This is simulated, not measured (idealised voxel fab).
The following is a process module called voxel transistor to metal.
Each square cell in cross-section cut measures 5 nm, and the section as a whole is 185 nm wide.
Cross-section spec: square-cell grid; bands listed top down; each band is one or more rows.
In this notation a band is specified by the heights of its top and bottom, in that order and in nm, after which its materials appear from left to right, each paired with its width in nm. The word "throughout" attached to a single material means that material fills the band from edge to edge; the word "blank" stands for empty space.
The level at which height equals 0 is the one under which the wafer, as it arrives, is entirely one material. No lower edge exists for the bottom band, which continues downward and is notated as in "0 -> down".
A width such as "30->40" changes by the same amount from each row of cells to the next, from the band's top row to its bottom row.
You'll sometimes find "remains unaltered" written for a step, and that's the way of saying that nowhere in the cross-section did a cell change during that step.
Closed-off voids: empty space of 8 cells or more with no open way to the top, each as width x height at its distance from the left edge, in nm
Post-settings text on a step line: simulator's own remark regarding the step.
If you see "overlay nm" on a step's line and that step has a mask, it's telling you how far right of where it was planned the mask ended up; a negative number means it went left instead.

-- The following list gives the planned process steps
| 1 | RECEIVE with material Si |
| 2 | CONFORMAL_DEP with material SiO2, thk nm 5 |
| 3 | CONFORMAL_DEP with material SiN, thk nm 15 |
| 4 | PATTERN with tone cover, mask id ACTIVE, material resist, width nm 105, thk nm 20, overlay nm 0 |
| 5 | DIRECTIONAL_ETCH with etch materials SiN, depth nm 15 |
| 6 | DIRECTIONAL_ETCH with etch materials SiO2, depth nm 5 |
| 7 | DIRECTIONAL_ETCH with etch materials Si, depth nm 30 |
| 8 | STRIP with etch materials resist |
| 9 | FILL_DEP with material SiO2, thk nm 5 |
| 10 | CMP with height nm 20 |
| 11 | SELECTIVE_ETCH with etch materials SiO2, depth nm 5 |
| 12 | STRIP with etch materials SiN |
| 13 | SELECTIVE_ETCH with etch materials SiO2, depth nm 5 |
| 14 | OXIDIZE with depth nm 5 |
| 15 | DIRECTIONAL_DEP with material polySi, thk nm 30 |
| 16 | DIRECTIONAL_DEP with material SiCN, thk nm 10 |
| 17 | PATTERN with tone cover, mask id GATE, material resist, width nm 25, thk nm 20, overlay nm 0 |
| 18 | DIRECTIONAL_ETCH with etch materials SiCN, depth nm 20 |
| 19 | DIRECTIONAL_ETCH with etch materials polySi, depth nm 40 |
| 20 | STRIP with etch materials resist |
| 21 | CONFORMAL_DEP with material SiN, thk nm 10 |
| 22 | DIRECTIONAL_ETCH with etch materials SiN, depth nm 10 |
| 23 | DIRECTIONAL_ETCH with etch materials SiO2, depth nm 5 |
| 24 | DIRECTIONAL_ETCH with etch materials Si, depth nm 10 |
| 25 | EPI with material nSi, thk nm 10 |
| 26 | FILL_DEP with material SiO2, thk nm 10 |
| 27 | CMP with height nm 40 |
| 28 | DIRECTIONAL_DEP with material SiO2, thk nm 15 |
| 29 | PATTERN with tone open, mask id CONTACT, material resist, width nm 20, pitch nm 75, thk nm 15, overlay nm 0 |
| 30 | DIRECTIONAL_ETCH with etch materials SiO2, depth nm 60 |
| 31 | STRIP with etch materials resist |
| 32 | CONFORMAL_DEP with material TiN, thk nm 5 |
| 33 | FILL_DEP with material Ru, thk nm 5 |
| 34 | CMP with height nm 55 |
| 35 | DIRECTIONAL_DEP with material TiN, thk nm 5 |
| 36 | DIRECTIONAL_DEP with material W, thk nm 20 |
| 37 | MASKED_ETCH with tone cover, mask id METAL_1, width nm 20, pitch nm 75, etch materials W, depth nm 20, overlay nm 0 |
| 38 | MASKED_ETCH with tone cover, mask id METAL_1, width nm 20, pitch nm 75, etch materials TiN, depth nm 5, overlay nm 0 |
| 39 | CONFORMAL_DEP with material SiCN, thk nm 5 |
| 40 | FILL_DEP with material SiO2, thk nm 5 |
| 41 | CMP with height nm 80 |
| 42 | CONFORMAL_DEP with material SiCN, thk nm 5 |

-- Wafer, first of two, run as planned

-- Cross-section of the wafer upon arrival, representing the state reached after step 1
* 0 -> down = Si throughout
* Closed-off voids: none

-- Cross-section of the wafer subsequent to step 2
* 5 -> 0 = SiO2 throughout
* Note: structure below 0 unchanged.

-- Cross-section of the wafer subsequent to step 3
* 20 -> 5 = SiN throughout
* Note: structure below 5 unchanged.

-- Cross-section of the wafer subsequent to step 4
* 40 -> 20 = blank 40 nm  resist 105 nm  blank 40 nm
* Note: structure below 20 unchanged.

-- Cross-section of the wafer subsequent to step 5
* 40 -> 20 = blank 40 nm  resist 105 nm  blank 40 nm
* 20 -> 5 = blank 40 nm  SiN 105 nm  blank 40 nm
* Note: structure below 5 unchanged.

-- Cross-section of the wafer subsequent to step 6
* 40 -> 20 = blank 40 nm  resist 105 nm  blank 40 nm
* 20 -> 5 = blank 40 nm  SiN 105 nm  blank 40 nm
* 5 -> 0 = blank 40 nm  SiO2 105 nm  blank 40 nm
* Note: structure below 0 unchanged.

-- Cross-section of the wafer subsequent to step 7
* 40 -> 20 = blank 40 nm  resist 105 nm  blank 40 nm
* 20 -> 5 = blank 40 nm  SiN 105 nm  blank 40 nm
* 5 -> 0 = blank 40 nm  SiO2 105 nm  blank 40 nm
* 0 -> -30 = blank 40 nm  Si 105 nm  blank 40 nm
* Note: structure below -30 unchanged.

-- Cross-section of the wafer subsequent to step 8
* 20 -> 5 = blank 40 nm  SiN 105 nm  blank 40 nm
* Note: structure below 5 unchanged.

-- Cross-section of the wafer subsequent to step 9
* 25 -> 20 = SiO2 throughout
* 20 -> 5 = SiO2 40 nm  SiN 105 nm  SiO2 40 nm
* 5 -> 0 = SiO2 throughout
* 0 -> -30 = SiO2 40 nm  Si 105 nm  SiO2 40 nm
* Note: structure below -30 unchanged.

-- Cross-section of the wafer subsequent to step 10
* 20 -> 5 = SiO2 40 nm  SiN 105 nm  SiO2 40 nm
* Note: structure below 5 unchanged.

-- Cross-section of the wafer subsequent to step 11
* 20 -> 15 = blank 40 nm  SiN 105 nm  blank 40 nm
* Note: structure below 15 unchanged.

-- Cross-section of the wafer subsequent to step 12
* 15 -> 5 = SiO2 40 nm  blank 105 nm  SiO2 40 nm
* Note: structure below 5 unchanged.

-- Cross-section of the wafer subsequent to step 13
* 10 -> 0 = SiO2 35 nm  blank 115 nm  SiO2 35 nm
* Note: structure below 0 unchanged.

-- Cross-section of the wafer subsequent to step 14
* 10 -> 0 = SiO2 35 nm  blank 115 nm  SiO2 35 nm
* 0 -> -5 = SiO2 throughout
* Note: structure below -5 unchanged.

-- Cross-section of the wafer subsequent to step 15
* 40 -> 30 = polySi 35 nm  blank 115 nm  polySi 35 nm
* 30 -> 10 = polySi throughout
* 10 -> 0 = SiO2 35 nm  polySi 115 nm  SiO2 35 nm
* Note: structure below 0 unchanged.

-- Cross-section of the wafer subsequent to step 16
* 50 -> 40 = SiCN 35 nm  blank 115 nm  SiCN 35 nm
* 40 -> 30 = polySi 35 nm  SiCN 115 nm  polySi 35 nm
* Note: structure below 30 unchanged.

-- Cross-section of the wafer subsequent to step 17
* 70 -> 50 = blank 80 nm  resist 25 nm  blank 80 nm
* 50 -> 40 = SiCN 35 nm  blank 45 nm  resist 25 nm  blank 45 nm  SiCN 35 nm
* Note: structure below 40 unchanged.

-- Cross-section of the wafer subsequent to step 18
* 70 -> 40 = blank 80 nm  resist 25 nm  blank 80 nm
* 40 -> 30 = polySi 35 nm  blank 45 nm  SiCN 25 nm  blank 45 nm  polySi 35 nm
* Note: structure below 30 unchanged.

-- Cross-section of the wafer subsequent to step 19
* 70 -> 40 = blank 80 nm  resist 25 nm  blank 80 nm
* 40 -> 30 = blank 80 nm  SiCN 25 nm  blank 80 nm
* 30 -> 10 = blank 80 nm  polySi 25 nm  blank 80 nm
* 10 -> 0 = SiO2 35 nm  blank 45 nm  polySi 25 nm  blank 45 nm  SiO2 35 nm
* Note: structure below 0 unchanged.

-- Cross-section of the wafer subsequent to step 20
* 40 -> 30 = blank 80 nm  SiCN 25 nm  blank 80 nm
* Note: structure below 30 unchanged.

-- Cross-section of the wafer subsequent to step 21
* 50 -> 40 = blank 70 nm  SiN 45 nm  blank 70 nm
* 40 -> 30 = blank 70 nm  SiN 10 nm  SiCN 25 nm  SiN 10 nm  blank 70 nm
* 30 -> 20 = blank 70 nm  SiN 10 nm  polySi 25 nm  SiN 10 nm  blank 70 nm
* 20 -> 10 = SiN 45 nm  blank 25 nm  SiN 10 nm  polySi 25 nm  SiN 10 nm  blank 25 nm  SiN 45 nm
* 10 -> 0 = SiO2 35 nm  SiN 45 nm  polySi 25 nm  SiN 45 nm  SiO2 35 nm
* Note: structure below 0 unchanged.

-- Cross-section of the wafer subsequent to step 22
* 40 -> 30 = blank 70 nm  SiN 10 nm  SiCN 25 nm  SiN 10 nm  blank 70 nm
* 30 -> 10 = blank 70 nm  SiN 10 nm  polySi 25 nm  SiN 10 nm  blank 70 nm
* 10 -> 0 = SiO2 35 nm  SiN 10 nm  blank 25 nm  SiN 10 nm  polySi 25 nm  SiN 10 nm  blank 25 nm  SiN 10 nm  SiO2 35 nm
* Note: structure below 0 unchanged.

-- Cross-section of the wafer subsequent to step 23
* 40 -> 30 = blank 70 nm  SiN 10 nm  SiCN 25 nm  SiN 10 nm  blank 70 nm
* 30 -> 10 = blank 70 nm  SiN 10 nm  polySi 25 nm  SiN 10 nm  blank 70 nm
* 10 -> 5 = blank 35 nm  SiN 10 nm  blank 25 nm  SiN 10 nm  polySi 25 nm  SiN 10 nm  blank 25 nm  SiN 10 nm  blank 35 nm
* 5 -> 0 = SiO2 35 nm  SiN 10 nm  blank 25 nm  SiN 10 nm  polySi 25 nm  SiN 10 nm  blank 25 nm  SiN 10 nm  SiO2 35 nm
* 0 -> -5 = SiO2 45 nm  blank 25 nm  SiO2 45 nm  blank 25 nm  SiO2 45 nm
* Note: structure below -5 unchanged.

-- Cross-section of the wafer subsequent to step 24
* 40 -> 30 = blank 70 nm  SiN 10 nm  SiCN 25 nm  SiN 10 nm  blank 70 nm
* 30 -> 10 = blank 70 nm  SiN 10 nm  polySi 25 nm  SiN 10 nm  blank 70 nm
* 10 -> 5 = blank 35 nm  SiN 10 nm  blank 25 nm  SiN 10 nm  polySi 25 nm  SiN 10 nm  blank 25 nm  SiN 10 nm  blank 35 nm
* 5 -> 0 = SiO2 35 nm  SiN 10 nm  blank 25 nm  SiN 10 nm  polySi 25 nm  SiN 10 nm  blank 25 nm  SiN 10 nm  SiO2 35 nm
* 0 -> -5 = SiO2 45 nm  blank 25 nm  SiO2 45 nm  blank 25 nm  SiO2 45 nm
* -5 -> -15 = SiO2 40 nm  Si 5 nm  blank 25 nm  Si 45 nm  blank 25 nm  Si 5 nm  SiO2 40 nm
* Note: structure below -15 unchanged.

-- Cross-section of the wafer subsequent to step 25
* 40 -> 30 = blank 70 nm  SiN 10 nm  SiCN 25 nm  SiN 10 nm  blank 70 nm
* 30 -> 10 = blank 70 nm  SiN 10 nm  polySi 25 nm  SiN 10 nm  blank 70 nm
* 10 -> 5 = blank 35 nm  SiN 10 nm  blank 25 nm  SiN 10 nm  polySi 25 nm  SiN 10 nm  blank 25 nm  SiN 10 nm  blank 35 nm
* 5 -> 0 = SiO2 35 nm  SiN 10 nm  nSi 10 nm  blank 5 nm  nSi 10 nm  SiN 10 nm  polySi 25 nm  SiN 10 nm  nSi 10 nm  blank 5 nm  nSi 10 nm  SiN 10 nm  SiO2 35 nm
* 0 -> -5 = SiO2 45 nm  nSi 10 nm  blank 5 nm  nSi 10 nm  SiO2 45 nm  nSi 10 nm  blank 5 nm  nSi 10 nm  SiO2 45 nm
* -5 -> -15 = SiO2 40 nm  Si 5 nm  nSi 25 nm  Si 45 nm  nSi 25 nm  Si 5 nm  SiO2 40 nm
* Note: structure below -15 unchanged.

-- Cross-section of the wafer subsequent to step 26
* 50 -> 40 = SiO2 throughout
* 40 -> 30 = SiO2 70 nm  SiN 10 nm  SiCN 25 nm  SiN 10 nm  SiO2 70 nm
* 30 -> 10 = SiO2 70 nm  SiN 10 nm  polySi 25 nm  SiN 10 nm  SiO2 70 nm
* 10 -> 5 = SiO2 35 nm  SiN 10 nm  SiO2 25 nm  SiN 10 nm  polySi 25 nm  SiN 10 nm  SiO2 25 nm  SiN 10 nm  SiO2 35 nm
* 5 -> 0 = SiO2 35 nm  SiN 10 nm  nSi 10 nm  SiO2 5 nm  nSi 10 nm  SiN 10 nm  polySi 25 nm  SiN 10 nm  nSi 10 nm  SiO2 5 nm  nSi 10 nm  SiN 10 nm  SiO2 35 nm
* 0 -> -5 = SiO2 45 nm  nSi 10 nm  SiO2 5 nm  nSi 10 nm  SiO2 45 nm  nSi 10 nm  SiO2 5 nm  nSi 10 nm  SiO2 45 nm
* Note: structure below -5 unchanged.

-- Cross-section of the wafer subsequent to step 27
* 40 -> 30 = SiO2 70 nm  SiN 10 nm  SiCN 25 nm  SiN 10 nm  SiO2 70 nm
* Note: structure below 30 unchanged.

-- Cross-section of the wafer subsequent to step 28
* 55 -> 40 = SiO2 throughout
* Note: structure below 40 unchanged.

-- Cross-section of the wafer subsequent to step 29
* 70 -> 55 = resist 45 nm  blank 20 nm  resist 55 nm  blank 20 nm  resist 45 nm
* Note: structure below 55 unchanged.

-- Cross-section of the wafer subsequent to step 30
* 70 -> 55 = resist 45 nm  blank 20 nm  resist 55 nm  blank 20 nm  resist 45 nm
* 55 -> 40 = SiO2 45 nm  blank 20 nm  SiO2 55 nm  blank 20 nm  SiO2 45 nm
* 40 -> 30 = SiO2 45 nm  blank 20 nm  SiO2 5 nm  SiN 10 nm  SiCN 25 nm  SiN 10 nm  SiO2 5 nm  blank 20 nm  SiO2 45 nm
* 30 -> 10 = SiO2 45 nm  blank 20 nm  SiO2 5 nm  SiN 10 nm  polySi 25 nm  SiN 10 nm  SiO2 5 nm  blank 20 nm  SiO2 45 nm
* 10 -> 5 = SiO2 35 nm  SiN 10 nm  blank 20 nm  SiO2 5 nm  SiN 10 nm  polySi 25 nm  SiN 10 nm  SiO2 5 nm  blank 20 nm  SiN 10 nm  SiO2 35 nm
* 5 -> 0 = SiO2 35 nm  SiN 10 nm  nSi 10 nm  blank 5 nm  nSi 10 nm  SiN 10 nm  polySi 25 nm  SiN 10 nm  nSi 10 nm  blank 5 nm  nSi 10 nm  SiN 10 nm  SiO2 35 nm
* 0 -> -5 = SiO2 45 nm  nSi 10 nm  blank 5 nm  nSi 10 nm  SiO2 45 nm  nSi 10 nm  blank 5 nm  nSi 10 nm  SiO2 45 nm
* Note: structure below -5 unchanged.

-- Cross-section of the wafer subsequent to step 31
* 55 -> 40 = SiO2 45 nm  blank 20 nm  SiO2 55 nm  blank 20 nm  SiO2 45 nm
* Note: structure below 40 unchanged.

-- Cross-section of the wafer subsequent to step 32
* 60 -> 55 = TiN 50 nm  blank 10 nm  TiN 65 nm  blank 10 nm  TiN 50 nm
* 55 -> 40 = SiO2 45 nm  TiN 5 nm  blank 10 nm  TiN 5 nm  SiO2 55 nm  TiN 5 nm  blank 10 nm  TiN 5 nm  SiO2 45 nm
* 40 -> 30 = SiO2 45 nm  TiN 5 nm  blank 10 nm  TiN 5 nm  SiO2 5 nm  SiN 10 nm  SiCN 25 nm  SiN 10 nm  SiO2 5 nm  TiN 5 nm  blank 10 nm  TiN 5 nm  SiO2 45 nm
* 30 -> 10 = SiO2 45 nm  TiN 5 nm  blank 10 nm  TiN 5 nm  SiO2 5 nm  SiN 10 nm  polySi 25 nm  SiN 10 nm  SiO2 5 nm  TiN 5 nm  blank 10 nm  TiN 5 nm  SiO2 45 nm
* 10 -> 5 = SiO2 35 nm  SiN 10 nm  TiN 20 nm  SiO2 5 nm  SiN 10 nm  polySi 25 nm  SiN 10 nm  SiO2 5 nm  TiN 20 nm  SiN 10 nm  SiO2 35 nm
* 5 -> 0 = SiO2 35 nm  SiN 10 nm  nSi 10 nm  TiN 5 nm  nSi 10 nm  SiN 10 nm  polySi 25 nm  SiN 10 nm  nSi 10 nm  TiN 5 nm  nSi 10 nm  SiN 10 nm  SiO2 35 nm
* 0 -> -5 = SiO2 45 nm  nSi 10 nm  TiN 5 nm  nSi 10 nm  SiO2 45 nm  nSi 10 nm  TiN 5 nm  nSi 10 nm  SiO2 45 nm
* Note: structure below -5 unchanged.

-- Cross-section of the wafer subsequent to step 33
* 65 -> 60 = Ru throughout
* 60 -> 55 = TiN 50 nm  Ru 10 nm  TiN 65 nm  Ru 10 nm  TiN 50 nm
* 55 -> 40 = SiO2 45 nm  TiN 5 nm  Ru 10 nm  TiN 5 nm  SiO2 55 nm  TiN 5 nm  Ru 10 nm  TiN 5 nm  SiO2 45 nm
* 40 -> 30 = SiO2 45 nm  TiN 5 nm  Ru 10 nm  TiN 5 nm  SiO2 5 nm  SiN 10 nm  SiCN 25 nm  SiN 10 nm  SiO2 5 nm  TiN 5 nm  Ru 10 nm  TiN 5 nm  SiO2 45 nm
* 30 -> 10 = SiO2 45 nm  TiN 5 nm  Ru 10 nm  TiN 5 nm  SiO2 5 nm  SiN 10 nm  polySi 25 nm  SiN 10 nm  SiO2 5 nm  TiN 5 nm  Ru 10 nm  TiN 5 nm  SiO2 45 nm
* Note: structure below 10 unchanged.

-- Cross-section of the wafer subsequent to step 34
* 55 -> 40 = SiO2 45 nm  TiN 5 nm  Ru 10 nm  TiN 5 nm  SiO2 55 nm  TiN 5 nm  Ru 10 nm  TiN 5 nm  SiO2 45 nm
* Note: structure below 40 unchanged.

-- Cross-section of the wafer subsequent to step 35
* 60 -> 55 = TiN throughout
* Note: structure below 55 unchanged.

-- Cross-section of the wafer subsequent to step 36
* 80 -> 60 = W throughout
* Note: structure below 60 unchanged.

-- Cross-section of the wafer subsequent to step 37
* 80 -> 60 = blank 45 nm  W 20 nm  blank 55 nm  W 20 nm  blank 45 nm
* Note: structure below 60 unchanged.

-- Cross-section of the wafer subsequent to step 38
* 80 -> 60 = blank 45 nm  W 20 nm  blank 55 nm  W 20 nm  blank 45 nm
* 60 -> 55 = blank 45 nm  TiN 20 nm  blank 55 nm  TiN 20 nm  blank 45 nm
* Note: structure below 55 unchanged.

-- Cross-section of the wafer subsequent to step 39
* 85 -> 80 = blank 40 nm  SiCN 30 nm  blank 45 nm  SiCN 30 nm  blank 40 nm
* 80 -> 60 = blank 40 nm  SiCN 5 nm  W 20 nm  SiCN 5 nm  blank 45 nm  SiCN 5 nm  W 20 nm  SiCN 5 nm  blank 40 nm
* 60 -> 55 = SiCN 45 nm  TiN 20 nm  SiCN 55 nm  TiN 20 nm  SiCN 45 nm
* Note: structure below 55 unchanged.

-- Cross-section of the wafer subsequent to step 40
* 90 -> 85 = SiO2 throughout
* 85 -> 80 = SiO2 40 nm  SiCN 30 nm  SiO2 45 nm  SiCN 30 nm  SiO2 40 nm
* 80 -> 60 = SiO2 40 nm  SiCN 5 nm  W 20 nm  SiCN 5 nm  SiO2 45 nm  SiCN 5 nm  W 20 nm  SiCN 5 nm  SiO2 40 nm
* Note: structure below 60 unchanged.

-- Cross-section of the wafer subsequent to step 41
* 80 -> 60 = SiO2 40 nm  SiCN 5 nm  W 20 nm  SiCN 5 nm  SiO2 45 nm  SiCN 5 nm  W 20 nm  SiCN 5 nm  SiO2 40 nm
* Note: structure below 60 unchanged.

-- Cross-section of the wafer subsequent to step 42
* 85 -> 80 = SiCN throughout
* Note: structure below 80 unchanged.

-- Second wafer - shared start and plan with the first - one error in running - same as the first up to step 33 inclusive

-- The second wafer cut through, at the time step 34 was supposed to be finished
* 60 -> 55 = TiN 50 nm  Ru 10 nm  TiN 65 nm  Ru 10 nm  TiN 50 nm
* Note: structure below 55 unchanged.

-- The second wafer cut through, at the time step 35 was supposed to be finished
* 65 -> 60 = TiN throughout
* Note: structure below 60 unchanged.

-- The second wafer cut through, at the time step 36 was supposed to be finished
* 85 -> 65 = W throughout
* Note: structure below 65 unchanged.

-- The second wafer cut through, at the time step 37 was supposed to be finished
* 85 -> 65 = blank 45 nm  W 20 nm  blank 55 nm  W 20 nm  blank 45 nm
* Note: structure below 65 unchanged.

-- The second wafer cut through, at the time step 38 was supposed to be finished
* 85 -> 65 = blank 45 nm  W 20 nm  blank 55 nm  W 20 nm  blank 45 nm
* 65 -> 60 = blank 45 nm  TiN 20 nm  blank 55 nm  TiN 20 nm  blank 45 nm
* Note: structure below 60 unchanged.

-- The second wafer cut through, at the time step 39 was supposed to be finished
* 90 -> 85 = blank 40 nm  SiCN 30 nm  blank 45 nm  SiCN 30 nm  blank 40 nm
* 85 -> 65 = blank 40 nm  SiCN 5 nm  W 20 nm  SiCN 5 nm  blank 45 nm  SiCN 5 nm  W 20 nm  SiCN 5 nm  blank 40 nm
* 65 -> 60 = SiCN 45 nm  TiN 20 nm  SiCN 55 nm  TiN 20 nm  SiCN 45 nm
* Note: structure below 60 unchanged.

-- The second wafer cut through, at the time step 40 was supposed to be finished
* 95 -> 90 = SiO2 throughout
* 90 -> 85 = SiO2 40 nm  SiCN 30 nm  SiO2 45 nm  SiCN 30 nm  SiO2 40 nm
* 85 -> 65 = SiO2 40 nm  SiCN 5 nm  W 20 nm  SiCN 5 nm  SiO2 45 nm  SiCN 5 nm  W 20 nm  SiCN 5 nm  SiO2 40 nm
* Note: structure below 65 unchanged.

-- The second wafer cut through, at the time step 41 was supposed to be finished
* 80 -> 65 = SiO2 40 nm  SiCN 5 nm  W 20 nm  SiCN 5 nm  SiO2 45 nm  SiCN 5 nm  W 20 nm  SiCN 5 nm  SiO2 40 nm
* Note: structure below 65 unchanged.

-- The second wafer cut through, at the time step 42 was supposed to be finished
* 85 -> 80 = SiCN throughout
* Note: structure below 80 unchanged.
Short version of what went wrong: step 34 did not happen as planned, as run it was CMP with height nm 60
Heads up, by the end the second wafer has more or fewer cells of some materials compared to the first: Ru +4, SiCN -4, SiO2 -25, TiN +33, W -8
